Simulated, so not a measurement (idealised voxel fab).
You're looking at the process module voxel fin reveal.
Shown is cross-section cut, with a width of 180 nm and square cells of size 5 nm.
Just so we're on the same page, the cross-sections are grids of square cells, and they're listed out in bands top to bottom, each band one or more rows deep.
Per band: top height and bottom height in nm, followed by the left-to-right materials and their widths in nm; "everywhere" marks a single material spanning edge to edge, "blank" marks empty space.
Basically, 0 is our baseline, since under it the wafer straight out of the box is all one material. The bottom band has no lower end and keeps on going down, so it looks like "0 nm and below".
With a width like "30..40", each row of cells in the band differs from the next by the same amount, the top row carrying the first number and the bottom row the second.
"remained the same", as given for a step, is the statement that not any cell of the cross-section underwent a change during that step.
Any empty space of 8 cells or more lacking an open way to the top shows up in "Tabulated closed voids" as width x height at distance, distance from the left edge, in nm.
What comes after the settings on a step's line is commentary from the simulator itself on that step.
overlay nm: for a step with a mask, the amount by which the mask lay right of where it was planned; a negative amount means left of it.
-- Steps planned for the process
1. RECEIVE with material Si
2. CONFORMAL_DEP with material SiN, thk nm 10
3. MASKED_ETCH with tone cover, mask id FINS, width nm 15, pitch nm 35, etch materials SiN, depth nm 10, overlay nm 0
4. MASKED_ETCH with tone cover, mask id FINS, width nm 15, pitch nm 35, etch materials Si, depth nm 40, overlay nm 0
5. OXIDIZE with depth nm 5
6. FILL_DEP with material SiO2, thk nm 15
7. CMP with height nm 10
8. SELECTIVE_ETCH with etch materials SiO2, depth nm 35
9. STRIP with etch materials SiN
-- Cross-section, incoming material, after step 1
- 0 nm and below | Si everywhere
- Tabulated closed voids: none
-- First of two wafers at the end of the module, shown in cross-section; run carried out as planned
- 0 nm to -25 nm | 70 blank; 5 Si; 30 blank; 5 Si; 70 blank
- -25 nm to -45 nm | 70 SiO2; 5 Si; 30 SiO2; 5 Si; 70 SiO2
- -45 nm and below | Si everywhere
- Tabulated closed voids: none
-- Wafer two (of two), end-of-module cross-section: start = wafer one, plan = wafer one, one run mistake
- 0 nm to -25 nm | 70 blank; 5 Si; 30 blank; 5 Si; 70 blank
- -25 nm to -50 nm | 70 SiO2; 5 Si; 30 SiO2; 5 Si; 70 SiO2
- -50 nm and below | Si everywhere
- Tabulated closed voids: none
What went wrong in running the wafer? step 4 off recipe, ran as MASKED_ETCH with tone cover, mask id FINS, width nm 15, pitch nm 35, etch materials Si, depth nm 45, overlay nm 0
Counted in cells at the end, the second wafer holds more or fewer of these materials than the first: Si: 34 fewer | SiO2: 34 more
